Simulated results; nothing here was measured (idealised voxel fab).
Presented below is a process module, voxel tone inversion.
This is section cut - it's 235 nm across, gridded in 5 nm square cells.
Cross-section spec: square-cell grid; bands listed top down; each band is one or more rows. Band: top and bottom heights (nm) first, top before bottom; then materials from left to right, widths in nm. "full width" marks a sole material filling the band edge to edge. "empty" denotes empty space. Below 0: as-received wafer, all one material; heights counted from there. Lowest band: no bottom, goes on down, written "from 0 down". Width "30->40": first value at the band's top row of cells, second value at its bottom row, equal change from row to row. Take "everything unchanged" at face value: in the step it is given for, the cross-section changed in none of its cells. Reported under the label "Completely sealed voids" are the empty spaces having no open way to the top and comprising 8 cells or more; the notation for each is width x height at distance, in which the distance is measured from the left edge and all three values are in nm. Whatever follows a step's settings on its line is a remark the simulator itself makes about that step. For masked steps, "overlay nm" on the step line gives how far right of plan the mask actually lay; a minus sign means it lay to the left. If you're wondering how to read the rest of this, here's the deal. It's pairs of cross-sections: one from before a process step, one from after it. The after one is only drawn as far down as the lowest band that changed. Right under each pair you'll see which step sits between them and what its settings were. Don't read the pairs as one continuous story, though. They can come from different runs of this module on the same starting wafer, and a pair only carries on from the one above it where its entry headed "before" says so.

before:
> from 0 down  Si full width
> Completely sealed voids: none

Cross-Section Thereafter:
> from 5 to 0  SiCN full width
> Note: structure below 0 unchanged.
> Completely sealed voids: none
The before and after cross-sections above differ by one step: CONFORMAL_DEP with material SiCN, thk nm 5

before: refer to the pair immediately above; the cross-section shown after its step is the state before this one.

Cross-Section Thereafter:
> from 25 to 5  aC full width
> Note: structure below 5 unchanged.
> Completely sealed voids: none
The before and after cross-sections above differ by one step: DIRECTIONAL_DEP with material aC, thk nm 20

before: refer to the pair immediately above; the cross-section shown after its step is the state before this one.

Cross-Section Thereafter:
> from 55 to 25  empty 85 / resist 20 / empty 20 / resist 20 / empty 90
> Note: structure below 25 unchanged.
> Completely sealed voids: none
The before and after cross-sections above differ by one step: PATTERN with tone cover, mask id POSTS, material resist, width nm 20, pitch nm 40, thk nm 30, overlay nm 0

before: refer to the pair immediately above; the cross-section shown after its step is the state before this one.

Cross-Section Thereafter:
> from 35 to 25  empty 85 / resist 20 / empty 20 / resist 20 / empty 90
> from 25 to 5  empty 85 / aC 20 / empty 20 / aC 20 / empty 90
> Note: structure below 5 unchanged.
> Completely sealed voids: none
The before and after cross-sections above differ by one step: DIRECTIONAL_ETCH with etch materials aC, depth nm 20

before: refer to the pair immediately above; the cross-section shown after its step is the state before this one.

Cross-Section Thereafter:
> from 25 to 5  empty 85 / aC 20 / empty 20 / aC 20 / empty 90
> Note: structure below 5 unchanged.
> Completely sealed voids: none
The before and after cross-sections above differ by one step: STRIP with etch materials resist

before: refer to the pair immediately above; the cross-section shown after its step is the state before this one.

Cross-Section Thereafter:
> from 35 to 25  SiO2 full width
> from 25 to 5  SiO2 85 / aC 20 / SiO2 20 / aC 20 / SiO2 90
> Note: structure below 5 unchanged.
> Completely sealed voids: none
The before and after cross-sections above differ by one step: FILL_DEP with material SiO2, thk nm 10

before: refer to the pair immediately above; the cross-section shown after its step is the state before this one.

Cross-Section Thereafter:
> from 25 to 5  SiO2 85 / aC 20 / SiO2 20 / aC 20 / SiO2 90
> Note: structure below 5 unchanged.
> Completely sealed voids: none
The before and after cross-sections above differ by one step: CMP with height nm 25

before: refer to the pair immediately above; the cross-section shown after its step is the state before this one.

Cross-Section Thereafter:
> from 25 to 5  SiO2 85 / empty 20 / SiO2 20 / empty 20 / SiO2 90
> Note: structure below 5 unchanged.
> Completely sealed voids: none
The before and after cross-sections above differ by one step: STRIP with etch materials aC

before: refer to the pair immediately above; the cross-section shown after its step is the state before this one.

Cross-Section Thereafter:
> from 30 to 25  TiN 90 / empty 10 / TiN 30 / empty 10 / TiN 95
> from 25 to 10  SiO2 85 / TiN 5 / empty 10 / TiN 5 / SiO2 20 / TiN 5 / empty 10 / TiN 5 / SiO2 90
> from 10 to 5  SiO2 85 / TiN 20 / SiO2 20 / TiN 20 / SiO2 90
> Note: structure below 5 unchanged.
> Completely sealed voids: none
The before and after cross-sections above differ by one step: CONFORMAL_DEP with material TiN, thk nm 5

before: refer to the pair immediately above; the cross-section shown after its step is the state before this one.

Cross-Section Thereafter:
> from 40 to 30  Ru full width
> from 30 to 25  TiN 90 / Ru 10 / TiN 30 / Ru 10 / TiN 95
> from 25 to 10  SiO2 85 / TiN 5 / Ru 10 / TiN 5 / SiO2 20 / TiN 5 / Ru 10 / TiN 5 / SiO2 90
> Note: structure below 10 unchanged.
> Completely sealed voids: none
The before and after cross-sections above differ by one step: FILL_DEP with material Ru, thk nm 10

before: refer to the pair immediately above; the cross-section shown after its step is the state before this one.

Cross-Section Thereafter:
> from 25 to 10  SiO2 85 / TiN 5 / Ru 10 / TiN 5 / SiO2 20 / TiN 5 / Ru 10 / TiN 5 / SiO2 90
> Note: structure below 10 unchanged.
> Completely sealed voids: none
The before and after cross-sections above differ by one step: CMP with height nm 25

before: refer to the pair immediately above; the cross-section shown after its step is the state before this one.

Cross-Section Thereafter:
> from 30 to 25  SiCN full width
> Note: structure below 25 unchanged.
> Completely sealed voids: none
The before and after cross-sections above differ by one step: CONFORMAL_DEP with material SiCN, thk nm 5

before:
> from 40 to 30  Ru full width
> from 30 to 25  TiN 90 / Ru 10 / TiN 30 / Ru 10 / TiN 95
> from 25 to 10  SiO2 85 / TiN 5 / Ru 10 / TiN 5 / SiO2 20 / TiN 5 / Ru 10 / TiN 5 / SiO2 90
> from 10 to 5  SiO2 85 / TiN 20 / SiO2 20 / TiN 20 / SiO2 90
> from 5 to 0  SiCN full width
> from 0 down  Si full width
> Completely sealed voids: none

Cross-Section Thereafter:
> from 45 to 40  SiCN full width
> Note: structure below 40 unchanged.
> Completely sealed voids: none
The before and after cross-sections above differ by one step: CONFORMAL_DEP with material SiCN, thk nm 5

before:
> from 0 down  Si full width
> Completely sealed voids: none

Cross-Section Thereafter:
> from 20 to 0  aC full width
> Note: structure below 0 unchanged.
> Completely sealed voids: none
The before and after cross-sections above differ by one step: DIRECTIONAL_DEP with material aC, thk nm 20

before: refer to the pair immediately above; the cross-section shown after its step is the state before this one.

Cross-Section Thereafter:
> from 25 to 20  SiCN full width
> Note: structure below 20 unchanged.
> Completely sealed voids: none
The before and after cross-sections above differ by one step: CONFORMAL_DEP with material SiCN, thk nm 5

before: refer to the pair immediately above; the cross-section shown after its step is the state before this one.

Cross-Section Thereafter:
> from 55 to 25  empty 85 / resist 20 / empty 20 / resist 20 / empty 90
> Note: structure below 25 unchanged.
> Completely sealed voids: none
The before and after cross-sections above differ by one step: PATTERN with tone cover, mask id POSTS, material resist, width nm 20, pitch nm 40, thk nm 30, overlay nm 0

before: refer to the pair immediately above; the cross-section shown after its step is the state before this one.

Cross-Section Thereafter:
> from 35 to 25  empty 85 / resist 20 / empty 20 / resist 20 / empty 90
> Note: structure below 25 unchanged.
> Completely sealed voids: none
The before and after cross-sections above differ by one step: DIRECTIONAL_ETCH with etch materials aC, depth nm 20

before: refer to the pair immediately above; the cross-section shown after its step is the state before this one.

Cross-Section Thereafter:
> from 25 to 20  SiCN full width
> Note: structure below 20 unchanged.
> Completely sealed voids: none
The before and after cross-sections above differ by one step: STRIP with etch materials resist

before: refer to the pair immediately above; the cross-section shown after its step is the state before this one.

Cross-Section Thereafter:
> from 35 to 25  SiO2 full width
> Note: structure below 25 unchanged.
> Completely sealed voids: none
The before and after cross-sections above differ by one step: FILL_DEP with material SiO2, thk nm 10

before: refer to the pair immediately above; the cross-section shown after its step is the state before this one.

Cross-Section Thereafter:
> from 25 to 20  SiCN full width
> Note: structure below 20 unchanged.
> Completely sealed voids: none
The before and after cross-sections above differ by one step: CMP with height nm 25

before: refer to the pair immediately above; the cross-section shown after its step is the state before this one.

Cross-Section Thereafter:
> from 30 to 25  TiN full width
> Note: structure below 25 unchanged.
> Completely sealed voids: none
The before and after cross-sections above differ by one step: CONFORMAL_DEP with material TiN, thk nm 5

before: refer to the pair immediately above; the cross-section shown after its step is the state before this one.

Cross-Section Thereafter:
> from 40 to 30  Ru full width
> Note: structure below 30 unchanged.
> Completely sealed voids: none
The before and after cross-sections above differ by one step: FILL_DEP with material Ru, thk nm 10

before: refer to the pair immediately above; the cross-section shown after its step is the state before this one.

Cross-Section Thereafter:
> from 25 to 20  SiCN full width
> Note: structure below 20 unchanged.
> Completely sealed voids: none
The before and after cross-sections above differ by one step: CMP with height nm 25

before: refer to the pair immediately above; the cross-section shown after its step is the state before this one.

Cross-Section Thereafter:
> from 30 to 20  SiCN full width
> Note: structure below 20 unchanged.
> Completely sealed voids: none
The before and after cross-sections above differ by one step: CONFORMAL_DEP with material SiCN, thk nm 5

before:
> from 35 to 25  SiO2 full width
> from 25 to 5  SiO2 85 / aC 20 / SiO2 20 / aC 20 / SiO2 90
> from 5 to 0  SiCN full width
> from 0 down  Si full width
> Completely sealed voids: none

Cross-Section Thereafter:
> from 20 to 5  SiO2 85 / aC 20 / SiO2 20 / aC 20 / SiO2 90
> Note: structure below 5 unchanged.
> Completely sealed voids: none
The before and after cross-sections above differ by one step: CMP with height nm 20

before: refer to the pair immediately above; the cross-section shown after its step is the state before this one.

Cross-Section Thereafter:
> from 20 to 5  SiO2 85 / empty 20 / SiO2 20 / empty 20 / SiO2 90
> Note: structure below 5 unchanged.
> Completely sealed voids: none
The before and after cross-sections above differ by one step: STRIP with etch materials aC

before: refer to the pair immediately above; the cross-section shown after its step is the state before this one.

Cross-Section Thereafter:
> from 25 to 20  TiN 90 / empty 10 / TiN 30 / empty 10 / TiN 95
> from 20 to 10  SiO2 85 / TiN 5 / empty 10 / TiN 5 / SiO2 20 / TiN 5 / empty 10 / TiN 5 / SiO2 90
> from 10 to 5  SiO2 85 / TiN 20 / SiO2 20 / TiN 20 / SiO2 90
> Note: structure below 5 unchanged.
> Completely sealed voids: none
The before and after cross-sections above differ by one step: CONFORMAL_DEP with material TiN, thk nm 5

before: refer to the pair immediately above; the cross-section shown after its step is the state before this one.

Cross-Section Thereafter:
> from 35 to 25  Ru full width
> from 25 to 20  TiN 90 / Ru 10 / TiN 30 / Ru 10 / TiN 95
> from 20 to 10  SiO2 85 / TiN 5 / Ru 10 / TiN 5 / SiO2 20 / TiN 5 / Ru 10 / TiN 5 / SiO2 90
> Note: structure below 10 unchanged.
> Completely sealed voids: none
The before and after cross-sections above differ by one step: FILL_DEP with material Ru, thk nm 10

before: refer to the pair immediately above; the cross-section shown after its step is the state before this one.

Cross-Section Thereafter:
> from 25 to 20  TiN 90 / Ru 10 / TiN 30 / Ru 10 / TiN 95
> Note: structure below 20 unchanged.
> Completely sealed voids: none
The before and after cross-sections above differ by one step: CMP with height nm 25

before: refer to the pair immediately above; the cross-section shown after its step is the state before this one.

Cross-Section Thereafter:
> from 30 to 25  SiCN full width
> Note: structure below 25 unchanged.
> Completely sealed voids: none
The before and after cross-sections above differ by one step: CONFORMAL_DEP with material SiCN, thk nm 5

before:
> from 25 to 5  aC full width
> from 5 to 0  SiCN full width
> from 0 down  Si full width
> Completely sealed voids: none

Cross-Section Thereafter:
> from 55 to 25  empty 90 / resist 15 / empty 25 / resist 15 / empty 90
> Note: structure below 25 unchanged.
> Completely sealed voids: none
The before and after cross-sections above differ by one step: PATTERN with tone cover, mask id POSTS, material resist, width nm 15, pitch nm 40, thk nm 30, overlay nm 0

before: refer to the pair immediately above; the cross-section shown after its step is the state before this one.

Cross-Section Thereafter:
> from 35 to 25  empty 90 / resist 15 / empty 25 / resist 15 / empty 90
> from 25 to 5  empty 90 / aC 15 / empty 25 / aC 15 / empty 90
> Note: structure below 5 unchanged.
> Completely sealed voids: none
The before and after cross-sections above differ by one step: DIRECTIONAL_ETCH with etch materials aC, depth nm 20

before: refer to the pair immediately above; the cross-section shown after its step is the state before this one.

Cross-Section Thereafter:
> from 25 to 5  empty 90 / aC 15 / empty 25 / aC 15 / empty 90
> Note: structure below 5 unchanged.
> Completely sealed voids: none
The before and after cross-sections above differ by one step: STRIP with etch materials resist

before: refer to the pair immediately above; the cross-section shown after its step is the state before this one.

Cross-Section Thereafter:
> from 35 to 25  SiO2 full width
> from 25 to 5  SiO2 90 / aC 15 / SiO2 25 / aC 15 / SiO2 90
> Note: structure below 5 unchanged.
> Completely sealed voids: none
The before and after cross-sections above differ by one step: FILL_DEP with material SiO2, thk nm 10

before: refer to the pair immediately above; the cross-section shown after its step is the state before this one.

Cross-Section Thereafter:
> from 25 to 5  SiO2 90 / aC 15 / SiO2 25 / aC 15 / SiO2 90
> Note: structure below 5 unchanged.
> Completely sealed voids: none
The before and after cross-sections above differ by one step: CMP with height nm 25

before: refer to the pair immediately above; the cross-section shown after its step is the state before this one.

Cross-Section Thereafter:
> from 25 to 5  SiO2 90 / empty 15 / SiO2 25 / empty 15 / SiO2 90
> Note: structure below 5 unchanged.
> Completely sealed voids: none
The before and after cross-sections above differ by one step: STRIP with etch materials aC

before: refer to the pair immediately above; the cross-section shown after its step is the state before this one.

Cross-Section Thereafter:
> from 30 to 25  TiN 95 / empty 5 / TiN 35 / empty 5 / TiN 95
> from 25 to 10  SiO2 90 / TiN 5 / empty 5 / TiN 5 / SiO2 25 / TiN 5 / empty 5 / TiN 5 / SiO2 90
> from 10 to 5  SiO2 90 / TiN 15 / SiO2 25 / TiN 15 / SiO2 90
> Note: structure below 5 unchanged.
> Completely sealed voids: none
The before and after cross-sections above differ by one step: CONFORMAL_DEP with material TiN, thk nm 5

before: refer to the pair immediately above; the cross-section shown after its step is the state before this one.

Cross-Section Thereafter:
> from 40 to 30  Ru full width
> from 30 to 25  TiN 95 / Ru 5 / TiN 35 / Ru 5 / TiN 95
> from 25 to 10  SiO2 90 / TiN 5 / Ru 5 / TiN 5 / SiO2 25 / TiN 5 / Ru 5 / TiN 5 / SiO2 90
> Note: structure below 10 unchanged.
> Completely sealed voids: none
The before and after cross-sections above differ by one step: FILL_DEP with material Ru, thk nm 10

before: refer to the pair immediately above; the cross-section shown after its step is the state before this one.

Cross-Section Thereafter:
> from 25 to 10  SiO2 90 / TiN 5 / Ru 5 / TiN 5 / SiO2 25 / TiN 5 / Ru 5 / TiN 5 / SiO2 90
> Note: structure below 10 unchanged.
> Completely sealed voids: none
The before and after cross-sections above differ by one step: CMP with height nm 25

before: refer to the pair immediately above; the cross-section shown after its step is the state before this one.

Cross-Section Thereafter:
> from 30 to 25  SiCN full width
> Note: structure below 25 unchanged.
> Completely sealed voids: none
The before and after cross-sections above differ by one step: CONFORMAL_DEP with material SiCN, thk nm 5

before:
> from 25 to 5  aC full width
> from 5 to 0  SiCN full width
> from 0 down  Si full width
> Completely sealed voids: none

Cross-Section Thereafter:
> from 55 to 25  empty 80 / resist 20 / empty 20 / resist 20 / empty 95
> Note: structure below 25 unchanged.
> Completely sealed voids: none
The before and after cross-sections above differ by one step: PATTERN with tone cover, mask id POSTS, material resist, width nm 20, pitch nm 40, thk nm 30, overlay nm -5

before: refer to the pair immediately above; the cross-section shown after its step is the state before this one.

Cross-Section Thereafter:
> from 35 to 25  empty 80 / resist 20 / empty 20 / resist 20 / empty 95
> from 25 to 5  empty 80 / aC 20 / empty 20 / aC 20 / empty 95
> Note: structure below 5 unchanged.
> Completely sealed voids: none
The before and after cross-sections above differ by one step: DIRECTIONAL_ETCH with etch materials aC, depth nm 20

before: refer to the pair immediately above; the cross-section shown after its step is the state before this one.

Cross-Section Thereafter:
> from 25 to 5  empty 80 / aC 20 / empty 20 / aC 20 / empty 95
> Note: structure below 5 unchanged.
> Completely sealed voids: none
The before and after cross-sections above differ by one step: STRIP with etch materials resist

before: refer to the pair immediately above; the cross-section shown after its step is the state before this one.

Cross-Section Thereafter:
> from 35 to 25  SiO2 full width
> from 25 to 5  SiO2 80 / aC 20 / SiO2 20 / aC 20 / SiO2 95
> Note: structure below 5 unchanged.
> Completely sealed voids: none
The before and after cross-sections above differ by one step: FILL_DEP with material SiO2, thk nm 10

before: refer to the pair immediately above; the cross-section shown after its step is the state before this one.

Cross-Section Thereafter:
> from 25 to 5  SiO2 80 / aC 20 / SiO2 20 / aC 20 / SiO2 95
> Note: structure below 5 unchanged.
> Completely sealed voids: none
The before and after cross-sections above differ by one step: CMP with height nm 25

before: refer to the pair immediately above; the cross-section shown after its step is the state before this one.

Cross-Section Thereafter:
> from 25 to 5  SiO2 80 / empty 20 / SiO2 20 / empty 20 / SiO2 95
> Note: structure below 5 unchanged.
> Completely sealed voids: none
The before and after cross-sections above differ by one step: STRIP with etch materials aC

before: refer to the pair immediately above; the cross-section shown after its step is the state before this one.

Cross-Section Thereafter:
> from 30 to 25  TiN 85 / empty 10 / TiN 30 / empty 10 / TiN 100
> from 25 to 10  SiO2 80 / TiN 5 / empty 10 / TiN 5 / SiO2 20 / TiN 5 / empty 10 / TiN 5 / SiO2 95
> from 10 to 5  SiO2 80 / TiN 20 / SiO2 20 / TiN 20 / SiO2 95
> Note: structure below 5 unchanged.
> Completely sealed voids: none
The before and after cross-sections above differ by one step: CONFORMAL_DEP with material TiN, thk nm 5

before: refer to the pair immediately above; the cross-section shown after its step is the state before this one.

Cross-Section Thereafter:
> from 40 to 30  Ru full width
> from 30 to 25  TiN 85 / Ru 10 / TiN 30 / Ru 10 / TiN 100
> from 25 to 10  SiO2 80 / TiN 5 / Ru 10 / TiN 5 / SiO2 20 / TiN 5 / Ru 10 / TiN 5 / SiO2 95
> Note: structure below 10 unchanged.
> Completely sealed voids: none
The before and after cross-sections above differ by one step: FILL_DEP with material Ru, thk nm 10

before: refer to the pair immediately above; the cross-section shown after its step is the state before this one.

Cross-Section Thereafter:
> from 25 to 10  SiO2 80 / TiN 5 / Ru 10 / TiN 5 / SiO2 20 / TiN 5 / Ru 10 / TiN 5 / SiO2 95
> Note: structure below 10 unchanged.
> Completely sealed voids: none
The before and after cross-sections above differ by one step: CMP with height nm 25

before: refer to the pair immediately above; the cross-section shown after its step is the state before this one.

Cross-Section Thereafter:
> from 30 to 25  SiCN full width
> Note: structure below 25 unchanged.
> Completely sealed voids: none
The before and after cross-sections above differ by one step: CONFORMAL_DEP with material SiCN, thk nm 5

before:
> from 30 to 25  TiN 90 / empty 10 / TiN 30 / empty 10 / TiN 95
> from 25 to 10  SiO2 85 / TiN 5 / empty 10 / TiN 5 / SiO2 20 / TiN 5 / empty 10 / TiN 5 / SiO2 90
> from 10 to 5  SiO2 85 / TiN 20 / SiO2 20 / TiN 20 / SiO2 90
> from 5 to 0  SiCN full width
> from 0 down  Si full width
> Completely sealed voids: none

Cross-Section Thereafter:
> from 40 to 30  aC full width
> from 30 to 25  TiN 90 / aC 10 / TiN 30 / aC 10 / TiN 95
> from 25 to 10  SiO2 85 / TiN 5 / aC 10 / TiN 5 / SiO2 20 / TiN 5 / aC 10 / TiN 5 / SiO2 90
> Note: structure below 10 unchanged.
> Completely sealed voids: none
The before and after cross-sections above differ by one step: FILL_DEP with material aC, thk nm 10

before: refer to the pair immediately above; the cross-section shown after its step is the state before this one.

Cross-Section Thereafter:
> from 25 to 10  SiO2 85 / TiN 5 / aC 10 / TiN 5 / SiO2 20 / TiN 5 / aC 10 / TiN 5 / SiO2 90
> Note: structure below 10 unchanged.
> Completely sealed voids: none
The before and after cross-sections above differ by one step: CMP with height nm 25

before: refer to the pair immediately above; the cross-section shown after its step is the state before this one.

Cross-Section Thereafter:
> from 30 to 25  SiCN full width
> Note: structure below 25 unchanged.
> Completely sealed voids: none
The before and after cross-sections above differ by one step: CONFORMAL_DEP with material SiCN, thk nm 5

before:
> from 25 to 5  aC full width
> from 5 to 0  SiCN full width
> from 0 down  Si full width
> Completely sealed voids: none

Cross-Section Thereafter:
> from 55 to 25  resist 85 / empty 20 / resist 20 / empty 20 / resist 90
> Note: structure below 25 unchanged.
> Completely sealed voids: none
The before and after cross-sections above differ by one step: PATTERN with tone open, mask id POSTS, material resist, width nm 20, pitch nm 40, thk nm 30, overlay nm 0

before: refer to the pair immediately above; the cross-section shown after its step is the state before this one.

Cross-Section Thereafter:
> from 35 to 25  resist 85 / empty 20 / resist 20 / empty 20 / resist 90
> from 25 to 5  aC 85 / empty 20 / aC 20 / empty 20 / aC 90
> Note: structure below 5 unchanged.
> Completely sealed voids: none
The before and after cross-sections above differ by one step: DIRECTIONAL_ETCH with etch materials aC, depth nm 20

before: refer to the pair immediately above; the cross-section shown after its step is the state before this one.

Cross-Section Thereafter:
> from 25 to 5  aC 85 / empty 20 / aC 20 / empty 20 / aC 90
> Note: structure below 5 unchanged.
> Completely sealed voids: none
The before and after cross-sections above differ by one step: STRIP with etch materials resist

before: refer to the pair immediately above; the cross-section shown after its step is the state before this one.

Cross-Section Thereafter:
> from 35 to 25  SiO2 full width
> from 25 to 5  aC 85 / SiO2 20 / aC 20 / SiO2 20 / aC 90
> Note: structure below 5 unchanged.
> Completely sealed voids: none
The before and after cross-sections above differ by one step: FILL_DEP with material SiO2, thk nm 10

before: refer to the pair immediately above; the cross-section shown after its step is the state before this one.

Cross-Section Thereafter:
> from 25 to 5  aC 85 / SiO2 20 / aC 20 / SiO2 20 / aC 90
> Note: structure below 5 unchanged.
> Completely sealed voids: none
The before and after cross-sections above differ by one step: CMP with height nm 25

before: refer to the pair immediately above; the cross-section shown after its step is the state before this one.

Cross-Section Thereafter:
> from 25 to 5  empty 85 / SiO2 20 / empty 20 / SiO2 20 / empty 90
> Note: structure below 5 unchanged.
> Completely sealed voids: none
The before and after cross-sections above differ by one step: STRIP with etch materials aC

before: refer to the pair immediately above; the cross-section shown after its step is the state before this one.

Cross-Section Thereafter:
> from 30 to 25  empty 80 / TiN 30 / empty 10 / TiN 30 / empty 85
> from 25 to 10  empty 80 / TiN 5 / SiO2 20 / TiN 5 / empty 10 / TiN 5 / SiO2 20 / TiN 5 / empty 85
> from 10 to 5  TiN 85 / SiO2 20 / TiN 20 / SiO2 20 / TiN 90
> Note: structure below 5 unchanged.
> Completely sealed voids: none
The before and after cross-sections above differ by one step: CONFORMAL_DEP with material TiN, thk nm 5

before: refer to the pair immediately above; the cross-section shown after its step is the state before this one.

Cross-Section Thereafter:
> from 40 to 30  Ru full width
> from 30 to 25  Ru 80 / TiN 30 / Ru 10 / TiN 30 / Ru 85
> from 25 to 10  Ru 80 / TiN 5 / SiO2 20 / TiN 5 / Ru 10 / TiN 5 / SiO2 20 / TiN 5 / Ru 85
> Note: structure below 10 unchanged.
> Completely sealed voids: none
The before and after cross-sections above differ by one step: FILL_DEP with material Ru, thk nm 10

before: refer to the pair immediately above; the cross-section shown after its step is the state before this one.

Cross-Section Thereafter:
> from 25 to 10  Ru 80 / TiN 5 / SiO2 20 / TiN 5 / Ru 10 / TiN 5 / SiO2 20 / TiN 5 / Ru 85
> Note: structure below 10 unchanged.
> Completely sealed voids: none
The before and after cross-sections above differ by one step: CMP with height nm 25

before: refer to the pair immediately above; the cross-section shown after its step is the state before this one.

Cross-Section Thereafter:
> from 30 to 25  SiCN full width
> Note: structure below 25 unchanged.
> Completely sealed voids: none
The before and after cross-sections above differ by one step: CONFORMAL_DEP with material SiCN, thk nm 5
